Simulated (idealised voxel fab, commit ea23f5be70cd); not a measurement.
A process module follows: voxel ribs on slabs.
This is section cut - it's 205 nm across, gridded in 5 nm square cells.
Cross-section, as written here: a square-cell grid given band by band from the top down, where a band holds one or more rows of cells. First you get the band's top height and its bottom height, in nm, and then the materials it's made of, left to right, with each width in nm. If you see a single material with "all across", that one covers the band edge to edge. "empty" is empty space. Heights from 0 (as-received wafer is one material below). Bottom band endless downward, as "0 down". It should be noted that a width expressed as "30->40" varies in equal increments from row to row of cells within the band, taking the value of the first number at the top row and that of the second number at the bottom row. Basically "no alterations made" means that step didn't change any cell in the cross-section. Entry "Enclosed internal voids" = empty spaces >= 8 cells with no open way to the top; each as width x height at distance, distance from left edge, all nm. Text after the settings on a step's line: the simulator's own remark on that step. overlay nm: on a step with a mask, how far right of its planned place the mask lay; negative means left.

The steps planned for the process are as follows:
1,RECEIVE | material Si
2,DIRECTIONAL_DEP | material SiO2 | thk nm 30
3,DIRECTIONAL_DEP | material polySi | thk nm 25
4,MASKED_ETCH | tone cover | mask id RIB | width nm 30 | etch materials polySi | depth nm 5 | overlay nm 0
5,DIRECTIONAL_DEP | material aC | thk nm 15
6,PATTERN | tone cover | mask id SLAB | material resist | width nm 70 | thk nm 35 | overlay nm 0
7,DIRECTIONAL_ETCH | etch materials aC | depth nm 15
8,STRIP | etch materials resist
9,DIRECTIONAL_ETCH | etch materials polySi | depth nm 20
10,STRIP | etch materials aC
11,FILL_DEP | material SiO2 | thk nm 25
12,CMP | height nm 70
13,DIRECTIONAL_DEP | material W | thk nm 10
14,MASKED_ETCH | tone cover | mask id HEATER | width nm 40 | etch materials W | depth nm 10 | overlay nm 0
15,CONFORMAL_DEP | material SiN | thk nm 5

The first of a set of two wafers, run to plan:

Cross-section, incoming material, after step 1:
* 0 down = Si all across
* Enclosed internal voids: none

Cross-section of the wafer subsequent to step 2:
* 30 to 0 = SiO2 all across
* Under the height 0 nothing was changed.

Cross-section of the wafer subsequent to step 3:
* 55 to 30 = polySi all across
* Under the height 30 nothing was changed.

Cross-section of the wafer subsequent to step 4:
* 55 to 50 = empty: 85, polySi: 30, empty: 90
* Under the height 50 nothing was changed.

Cross-section of the wafer subsequent to step 5:
* 70 to 65 = empty: 85, aC: 30, empty: 90
* 65 to 55 = aC all across
* 55 to 50 = aC: 85, polySi: 30, aC: 90
* Under the height 50 nothing was changed.

Cross-section of the wafer subsequent to step 6:
* 105 to 70 = empty: 65, resist: 70, empty: 70
* 70 to 65 = empty: 65, resist: 20, aC: 30, resist: 20, empty: 70
* Under the height 65 nothing was changed.

Cross-section of the wafer subsequent to step 7:
* 90 to 70 = empty: 65, resist: 70, empty: 70
* 70 to 65 = empty: 65, resist: 20, aC: 30, resist: 20, empty: 70
* 65 to 55 = empty: 65, aC: 70, empty: 70
* 55 to 50 = empty: 65, aC: 20, polySi: 30, aC: 20, empty: 70
* Under the height 50 nothing was changed.

Cross-section of the wafer subsequent to step 8:
* 70 to 65 = empty: 85, aC: 30, empty: 90
* Under the height 65 nothing was changed.

Cross-section of the wafer subsequent to step 9:
* 70 to 65 = empty: 85, aC: 30, empty: 90
* 65 to 55 = empty: 65, aC: 70, empty: 70
* 55 to 50 = empty: 65, aC: 20, polySi: 30, aC: 20, empty: 70
* 50 to 30 = empty: 65, polySi: 70, empty: 70
* Under the height 30 nothing was changed.

Cross-section of the wafer subsequent to step 10:
* 55 to 50 = empty: 85, polySi: 30, empty: 90
* Under the height 50 nothing was changed.

Cross-section of the wafer subsequent to step 11:
* 80 to 55 = SiO2 all across
* 55 to 50 = SiO2: 85, polySi: 30, SiO2: 90
* 50 to 30 = SiO2: 65, polySi: 70, SiO2: 70
* Under the height 30 nothing was changed.

Cross-section of the wafer subsequent to step 12:
* 70 to 55 = SiO2 all across
* Under the height 55 nothing was changed.

Cross-section of the wafer subsequent to step 13:
* 80 to 70 = W all across
* Under the height 70 nothing was changed.

Cross-section of the wafer subsequent to step 14:
* 80 to 70 = empty: 80, W: 40, empty: 85
* Under the height 70 nothing was changed.

Cross-section of the wafer subsequent to step 15:
* 85 to 80 = empty: 75, SiN: 50, empty: 80
* 80 to 75 = empty: 75, SiN: 5, W: 40, SiN: 5, empty: 80
* 75 to 70 = SiN: 80, W: 40, SiN: 85
* Under the height 70 nothing was changed.

Second wafer, same starting conditions and recipe as the first, one mistake in executing it, nothing differs from the first up to and including step 1:

Cross-section: second wafer, time at which step 2 was scheduled to end:
* 25 to 0 = polySi all across
* Under the height 0 nothing was changed.

Cross-section: second wafer, time at which step 3 was scheduled to end:
* 55 to 25 = SiO2 all across
* Under the height 25 nothing was changed.

Cross-section: second wafer, time at which step 4 was scheduled to end: no alterations made

Cross-section: second wafer, time at which step 5 was scheduled to end:
* 70 to 55 = aC all across
* Under the height 55 nothing was changed.

Cross-section: second wafer, time at which step 6 was scheduled to end:
* 105 to 70 = empty: 65, resist: 70, empty: 70
* Under the height 70 nothing was changed.

Cross-section: second wafer, time at which step 7 was scheduled to end:
* 90 to 70 = empty: 65, resist: 70, empty: 70
* 70 to 55 = empty: 65, aC: 70, empty: 70
* Under the height 55 nothing was changed.

Cross-section: second wafer, time at which step 8 was scheduled to end:
* 70 to 55 = empty: 65, aC: 70, empty: 70
* Under the height 55 nothing was changed.

Cross-section: second wafer, time at which step 9 was scheduled to end: no alterations made

Cross-section: second wafer, time at which step 10 was scheduled to end:
* 55 to 25 = SiO2 all across
* Under the height 25 nothing was changed.

Cross-section: second wafer, time at which step 11 was scheduled to end:
* 80 to 25 = SiO2 all across
* Under the height 25 nothing was changed.

Cross-section: second wafer, time at which step 12 was scheduled to end:
* 70 to 25 = SiO2 all across
* Under the height 25 nothing was changed.

Cross-section: second wafer, time at which step 13 was scheduled to end:
* 80 to 70 = W all across
* Under the height 70 nothing was changed.

Cross-section: second wafer, time at which step 14 was scheduled to end:
* 80 to 70 = empty: 80, W: 40, empty: 85
* Under the height 70 nothing was changed.

Cross-section: second wafer, time at which step 15 was scheduled to end:
* 85 to 80 = empty: 75, SiN: 50, empty: 80
* 80 to 75 = empty: 75, SiN: 5, W: 40, SiN: 5, empty: 80
* 75 to 70 = SiN: 80, W: 40, SiN: 85
* Under the height 70 nothing was changed.
Deviation from plan: steps 2 and 3 were swapped
End of process, cell counts, second wafer against first, materials with more or fewer: -143 SiO2, +143 polySi
